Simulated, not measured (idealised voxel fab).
This is a process module. Its name is voxel quadruple lines.
Cross-sectional view cut (width: 140 nm; square cell size: 5 nm).
Cross-section = grid of square cells, listed top down in bands; band = one or more rows.
Read a band's entry like this: the first values are the height of its top and the height of its bottom in nm, and what follows is the sequence of materials from left to right, each with its width in nm. Note that "empty" is empty space, and that a single material marked "all across" reaches across the band from edge to edge.
Convention: height 0 is the level below which the wafer, as received, is all one material. The lowest band does not terminate at the bottom but continues downward, represented as "0 down".
Read "30->40" as a graded width: first number on top, second number at the bottom, same change between each pair of neighbouring rows.
Reading "no change occurred" for a step: not a cell of the cross-section changed in it.
Any empty space of 8 cells or more lacking an open way to the top shows up in "Closed void table" as width x height at distance, distance from the left edge, in nm.
Anything after a step's settings on that line? It's the simulator's own note about the step.
Regarding "overlay nm": on a step with a mask, it is the distance the mask lay to the right of its planned place; a negative value places it to the left.
SET OUT BELOW ARE THE PLANNED STEPS OF THE PROCESS
| 1 | RECEIVE with material Si |
| 2 | CONFORMAL_DEP with material SiO2, thk nm 5 |
| 3 | DIRECTIONAL_DEP with material TiN, thk nm 10 |
| 4 | DIRECTIONAL_DEP with material polySi, thk nm 20 |
| 5 | DIRECTIONAL_DEP with material aC, thk nm 20 |
| 6 | PATTERN with tone cover, mask id MANDREL, material resist, width nm 15, pitch nm 60, thk nm 30, overlay nm 0 |
| 7 | DIRECTIONAL_ETCH with etch materials aC, depth nm 20 |
| 8 | STRIP with etch materials resist |
| 9 | CONFORMAL_DEP with material SiO2, thk nm 10 |
| 10 | DIRECTIONAL_ETCH with etch materials SiO2, depth nm 10 |
| 11 | STRIP with etch materials aC |
| 12 | DIRECTIONAL_ETCH with etch materials polySi, depth nm 20 |
| 13 | STRIP with etch materials SiO2 |
| 14 | CONFORMAL_DEP with material SiCN, thk nm 5 |
| 15 | DIRECTIONAL_ETCH with etch materials SiCN, depth nm 5 |
| 16 | STRIP with etch materials polySi |
| 17 | DIRECTIONAL_ETCH with etch materials TiN, depth nm 10 |
| 18 | STRIP with etch materials SiCN |
| 19 | FILL_DEP with material lowk, thk nm 10 |
| 20 | CMP with height nm 15 |
Wafer-to-wafer difference: width nm, step 6. Common start. Plan = first wafer's value.
CROSS-SECTION OF THE FIRST OF SEVERAL WAFERS AS RECEIVED (AFTER STEP 1)
* 0 down = Si all across
* Closed void table: none
HERE IS HOW TO READ THE ROWS: EVERY WAFER HAS A ROW, AND IT SHOWS THE WAFER AT THE END OF THE MODULE, GIVING FOR EACH MATERIAL HOW MANY CELLS WERE GAINED (+) OR LOST (-) SINCE THE WAFER WAS RECEIVED, THEN LISTING ITS CLOSED VOIDS
width nm 15; +28 SiO2; +16 TiN; +40 lowk; Closed void table: none
width nm 20; +28 SiO2; +16 TiN; +40 lowk; Closed void table: none
width nm 25; +28 SiO2; +16 TiN; +40 lowk; Closed void table: none
width nm 30; +28 SiO2; +16 TiN; +40 lowk; Closed void table: none
width nm 35; +28 SiO2; +14 TiN; +42 lowk; Closed void table: none
